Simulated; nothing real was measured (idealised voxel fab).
Process module, titled voxel gate over fins
Cross-sectional view cut (width: 155 nm; square cell size: 5 nm).
Notation: cross-section as square-cell grid; stated in bands, top first, going down; one or more cell rows per band. It is stipulated that each band's entry specify, in nanometres, the height of the top of the band and then that of its bottom, followed by the materials of the band in left-to-right sequence, each together with its width in nanometres. A single material marked by the word "edge to edge" is understood to fill the band from edge to edge; the word "empty" is understood to denote empty space. Where do heights start? At 0: under that level the wafer as delivered is made of one material only. And the lowest band has no floor; it just carries on downward, as in "z 0 and below". A width such as "30..40" changes by the same amount from each row of cells to the next, from the band's top row to its bottom row. No cell of the cross-section changed in a step that is given as "all unchanged". "Internal closed voids" specifies each empty space that is not open to the top and that occupies no fewer than 8 cells, using the form width x height at distance, the distance measured from the left edge and all three quantities in nm. Post-settings text on a step line: simulator's own remark regarding the step. Regarding "overlay nm": on a step with a mask, it is the distance the mask lay to the right of its planned place; a negative value places it to the left.

## Intended process steps
- 1: RECEIVE with material Si
- 2: CONFORMAL_DEP with material SiN, thk nm 5
- 3: MASKED_ETCH with tone cover, mask id FINS, width nm 15, pitch nm 50, etch materials SiN, depth nm 5, overlay nm 0
- 4: MASKED_ETCH with tone cover, mask id FINS, width nm 15, pitch nm 50, etch materials Si, depth nm 30, overlay nm 0
- 5: FILL_DEP with material SiO2, thk nm 5
- 6: CMP with height nm 5
- 7: DIRECTIONAL_DEP with material aC, thk nm 10
- 8: PATTERN with tone open, mask id RAIL, material resist, width nm 15, thk nm 30, overlay nm 0
- 9: DIRECTIONAL_ETCH with etch materials aC, depth nm 10
- 10: STRIP with etch materials resist
- 11: DIRECTIONAL_ETCH with etch materials SiO2, depth nm 30
- 12: STRIP with etch materials aC
- 13: CONFORMAL_DEP with material TiN, thk nm 5
- 14: FILL_DEP with material W, thk nm 10
- 15: CMP with height nm 5
- 16: SELECTIVE_ETCH with etch materials W Ru TiN, depth nm 20
- 17: FILL_DEP with material SiO2, thk nm 5
- 18: CMP with height nm 5
- 19: SELECTIVE_ETCH with etch materials SiO2, depth nm 15
- 20: STRIP with etch materials SiN
- 21: CONFORMAL_DEP with material HfO2, thk nm 5
- 22: CONFORMAL_DEP with material TiN, thk nm 5
- 23: FILL_DEP with material W, thk nm 10
- 24: CMP with height nm 15
- 25: CONFORMAL_DEP with material SiCN, thk nm 10

## As-received state of the wafer in cross-section, equivalent to post-step 1
	z 0 and below | Si edge to edge
	Internal closed voids: none

## first wafer at the end, as planned
	z 25 to 15 | SiCN edge to edge
	z 15 to 10 | W edge to edge
	z 10 to 5 | 10 W  35 TiN  15 W  35 TiN  15 W  35 TiN  10 W
	z 5 to 0 | 10 W  5 TiN  25 HfO2  5 TiN  15 W  5 TiN  25 HfO2  5 TiN  15 W  5 TiN  25 HfO2  5 TiN  10 W
	z 0 to -5 | 15 TiN  5 HfO2  15 Si  5 HfO2  25 TiN  5 HfO2  15 Si  5 HfO2  25 TiN  5 HfO2  15 Si  5 HfO2  15 TiN
	z -5 to -10 | 20 HfO2  15 Si  35 HfO2  15 Si  35 HfO2  15 Si  20 HfO2
	z -10 to -15 | 20 SiO2  15 Si  35 SiO2  15 Si  35 SiO2  15 Si  20 SiO2
	z -15 to -20 | 20 SiO2  15 Si  10 SiO2  5 TiN  5 W  5 TiN  10 SiO2  15 Si  35 SiO2  15 Si  20 SiO2
	z -20 to -25 | 20 SiO2  15 Si  10 SiO2  15 TiN  10 SiO2  15 Si  35 SiO2  15 Si  20 SiO2
	z -25 to -30 | 20 SiO2  15 Si  35 SiO2  15 Si  35 SiO2  15 Si  20 SiO2
	z -30 and below | Si edge to edge
	Internal closed voids: none

## Same start, same plan as the first wafer - but one mistake in the run. Cross-section of the second of the two at the end of the module
	z 25 to 15 | SiCN edge to edge
	z 15 to 10 | W edge to edge
	z 10 to 5 | 10 W  35 TiN  15 W  35 TiN  15 W  35 TiN  10 W
	z 5 to 0 | 10 W  5 TiN  25 HfO2  5 TiN  15 W  5 TiN  25 HfO2  5 TiN  15 W  5 TiN  25 HfO2  5 TiN  10 W
	z 0 to -5 | 15 TiN  5 HfO2  15 Si  5 HfO2  25 TiN  5 HfO2  15 Si  5 HfO2  25 TiN  5 HfO2  15 Si  5 HfO2  15 TiN
	z -5 to -10 | 20 HfO2  15 Si  35 HfO2  15 Si  35 HfO2  15 Si  20 HfO2
	z -10 to -15 | 20 SiO2  15 Si  35 SiO2  15 Si  35 SiO2  15 Si  20 SiO2
	z -15 to -20 | 20 SiO2  15 Si  10 SiO2  15 TiN  10 SiO2  15 Si  35 SiO2  15 Si  20 SiO2
	z -20 and below | Si edge to edge
	Internal closed voids: none
What went wrong in running the wafer? off-plan run, step 4, actual operation and settings MASKED_ETCH with tone cover, mask id FINS, width nm 15, pitch nm 50, etch materials Si, depth nm 20, overlay nm 0
Per the end-of-run cell counts, the second wafer holds more or fewer of some materials than the first: +44 Si, -41 SiO2, -2 TiN, -1 W
